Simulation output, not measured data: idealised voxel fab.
The process module presented herein is designated voxel spacer lines.
This is section cut - it's 175 nm across, gridded in 5 nm square cells.
Think of the cross-section as a grid of square cells. We describe it in bands, top to bottom, and each band covers one or more rows of those cells. For a band, the entry starts with two heights in nm, that of the top and then that of the bottom, and carries on with the band's materials in order from left to right, each alongside its width in nm; the word "everywhere" beside a single material means it fills the band edge to edge, and "air" means empty space. Heights are reckoned from 0. Under this level, the received wafer is all of one material. The bottommost band is open-ended downward, for example "0 and below". So if you see something like "30 to 40" for the width, read it as the top row of the band sitting at the first number and the bottom row at the second, with every row in between moving by the same amount as the last. "nothing was modified", as given for a step, is the statement that not any cell of the cross-section underwent a change during that step. Voids not open to the top, 8 cells minimum: see "Closed void register". Written width x height at distance; distance is from the left edge; nm. What comes after the settings on a step's line is commentary from the simulator itself on that step. overlay nm, on a step with a mask: how far to the right of its planned place the mask lay; to the left if negative.
[Listed below are the process steps as planned]
1,RECEIVE | material Si
2,CONFORMAL_DEP | material Al2O3 | thk nm 10
3,DIRECTIONAL_DEP | material W | thk nm 15
4,DIRECTIONAL_DEP | material polySi | thk nm 25
5,PATTERN | tone cover | mask id MANDREL | material resist | width nm 20 | pitch nm 60 | thk nm 30 | overlay nm 0
6,DIRECTIONAL_ETCH | etch materials polySi | depth nm 25
7,STRIP | etch materials resist
8,CONFORMAL_DEP | material SiN | thk nm 10
9,DIRECTIONAL_ETCH | etch materials SiN | depth nm 10
10,STRIP | etch materials polySi
11,DIRECTIONAL_ETCH | etch materials W | depth nm 15
12,STRIP | etch materials SiN
13,FILL_DEP | material SiO2 | thk nm 10
14,CMP | height nm 25
[First of two wafers - as planned]
[As-received state of the wafer in cross-section, equivalent to post-step 1]
* 0 and below: Si everywhere
* Closed void register: none
[So this is the wafer cross-section right after step 2]
* 10 down to 0: Al2O3 everywhere
* Under 0: no change, same as before.
[So this is the wafer cross-section right after step 3]
* 25 down to 10: W everywhere
* Under 10: no change, same as before.
[So this is the wafer cross-section right after step 4]
* 50 down to 25: polySi everywhere
* Under 25: no change, same as before.
[So this is the wafer cross-section right after step 5]
* 80 down to 50: air 15 | resist 20 | air 40 | resist 20 | air 40 | resist 20 | air 20
* Under 50: no change, same as before.
[So this is the wafer cross-section right after step 6]
* 80 down to 50: air 15 | resist 20 | air 40 | resist 20 | air 40 | resist 20 | air 20
* 50 down to 25: air 15 | polySi 20 | air 40 | polySi 20 | air 40 | polySi 20 | air 20
* Under 25: no change, same as before.
[So this is the wafer cross-section right after step 7]
* 50 down to 25: air 15 | polySi 20 | air 40 | polySi 20 | air 40 | polySi 20 | air 20
* Under 25: no change, same as before.
[So this is the wafer cross-section right after step 8]
* 60 down to 50: air 5 | SiN 40 | air 20 | SiN 40 | air 20 | SiN 40 | air 10
* 50 down to 35: air 5 | SiN 10 | polySi 20 | SiN 10 | air 20 | SiN 10 | polySi 20 | SiN 10 | air 20 | SiN 10 | polySi 20 | SiN 10 | air 10
* 35 down to 25: SiN 15 | polySi 20 | SiN 40 | polySi 20 | SiN 40 | polySi 20 | SiN 20
* Under 25: no change, same as before.
[So this is the wafer cross-section right after step 9]
* 50 down to 25: air 5 | SiN 10 | polySi 20 | SiN 10 | air 20 | SiN 10 | polySi 20 | SiN 10 | air 20 | SiN 10 | polySi 20 | SiN 10 | air 10
* Under 25: no change, same as before.
[So this is the wafer cross-section right after step 10]
* 50 down to 25: air 5 | SiN 10 | air 20 | SiN 10 | air 20 | SiN 10 | air 20 | SiN 10 | air 20 | SiN 10 | air 20 | SiN 10 | air 10
* Under 25: no change, same as before.
[So this is the wafer cross-section right after step 11]
* 50 down to 25: air 5 | SiN 10 | air 20 | SiN 10 | air 20 | SiN 10 | air 20 | SiN 10 | air 20 | SiN 10 | air 20 | SiN 10 | air 10
* 25 down to 10: air 5 | W 10 | air 20 | W 10 | air 20 | W 10 | air 20 | W 10 | air 20 | W 10 | air 20 | W 10 | air 10
* Under 10: no change, same as before.
[So this is the wafer cross-section right after step 12]
* 25 down to 10: air 5 | W 10 | air 20 | W 10 | air 20 | W 10 | air 20 | W 10 | air 20 | W 10 | air 20 | W 10 | air 10
* Under 10: no change, same as before.
[So this is the wafer cross-section right after step 13]
* 35 down to 25: SiO2 everywhere
* 25 down to 10: SiO2 5 | W 10 | SiO2 20 | W 10 | SiO2 20 | W 10 | SiO2 20 | W 10 | SiO2 20 | W 10 | SiO2 20 | W 10 | SiO2 10
* Under 10: no change, same as before.
[So this is the wafer cross-section right after step 14]
* 25 down to 10: SiO2 5 | W 10 | SiO2 20 | W 10 | SiO2 20 | W 10 | SiO2 20 | W 10 | SiO2 20 | W 10 | SiO2 20 | W 10 | SiO2 10
* Under 10: no change, same as before.
[Second Wafer (Identical Start and Plan, One Processing Error; Matches First Wafer Through Step 4)]
[Cross-sectional representation of the second wafer at the time designated in the plan for the completion of step 5]
* 80 down to 50: air 20 | resist 20 | air 40 | resist 20 | air 40 | resist 20 | air 15
* Under 50: no change, same as before.
[Cross-sectional representation of the second wafer at the time designated in the plan for the completion of step 6]
* 80 down to 50: air 20 | resist 20 | air 40 | resist 20 | air 40 | resist 20 | air 15
* 50 down to 25: air 20 | polySi 20 | air 40 | polySi 20 | air 40 | polySi 20 | air 15
* Under 25: no change, same as before.
[Cross-sectional representation of the second wafer at the time designated in the plan for the completion of step 7]
* 50 down to 25: air 20 | polySi 20 | air 40 | polySi 20 | air 40 | polySi 20 | air 15
* Under 25: no change, same as before.
[Cross-sectional representation of the second wafer at the time designated in the plan for the completion of step 8]
* 60 down to 50: air 10 | SiN 40 | air 20 | SiN 40 | air 20 | SiN 40 | air 5
* 50 down to 35: air 10 | SiN 10 | polySi 20 | SiN 10 | air 20 | SiN 10 | polySi 20 | SiN 10 | air 20 | SiN 10 | polySi 20 | SiN 10 | air 5
* 35 down to 25: SiN 20 | polySi 20 | SiN 40 | polySi 20 | SiN 40 | polySi 20 | SiN 15
* Under 25: no change, same as before.
[Cross-sectional representation of the second wafer at the time designated in the plan for the completion of step 9]
* 50 down to 25: air 10 | SiN 10 | polySi 20 | SiN 10 | air 20 | SiN 10 | polySi 20 | SiN 10 | air 20 | SiN 10 | polySi 20 | SiN 10 | air 5
* Under 25: no change, same as before.
[Cross-sectional representation of the second wafer at the time designated in the plan for the completion of step 10]
* 50 down to 25: air 10 | SiN 10 | air 20 | SiN 10 | air 20 | SiN 10 | air 20 | SiN 10 | air 20 | SiN 10 | air 20 | SiN 10 | air 5
* Under 25: no change, same as before.
[Cross-sectional representation of the second wafer at the time designated in the plan for the completion of step 11]
* 50 down to 25: air 10 | SiN 10 | air 20 | SiN 10 | air 20 | SiN 10 | air 20 | SiN 10 | air 20 | SiN 10 | air 20 | SiN 10 | air 5
* 25 down to 10: air 10 | W 10 | air 20 | W 10 | air 20 | W 10 | air 20 | W 10 | air 20 | W 10 | air 20 | W 10 | air 5
* Under 10: no change, same as before.
[Cross-sectional representation of the second wafer at the time designated in the plan for the completion of step 12]
* 25 down to 10: air 10 | W 10 | air 20 | W 10 | air 20 | W 10 | air 20 | W 10 | air 20 | W 10 | air 20 | W 10 | air 5
* Under 10: no change, same as before.
[Cross-sectional representation of the second wafer at the time designated in the plan for the completion of step 13]
* 35 down to 25: SiO2 everywhere
* 25 down to 10: SiO2 10 | W 10 | SiO2 20 | W 10 | SiO2 20 | W 10 | SiO2 20 | W 10 | SiO2 20 | W 10 | SiO2 20 | W 10 | SiO2 5
* Under 10: no change, same as before.
[Cross-sectional representation of the second wafer at the time designated in the plan for the completion of step 14]
* 25 down to 10: SiO2 10 | W 10 | SiO2 20 | W 10 | SiO2 20 | W 10 | SiO2 20 | W 10 | SiO2 20 | W 10 | SiO2 20 | W 10 | SiO2 5
* Under 10: no change, same as before.
Short version of what went wrong: in deviation from the planned setting, step 5 was conducted as PATTERN | tone cover | mask id MANDREL | material resist | width nm 20 | pitch nm 60 | thk nm 30 | overlay nm 5
Tallied in cells, the final second wafer holds each material in the same quantity as the first, although not at the same places.
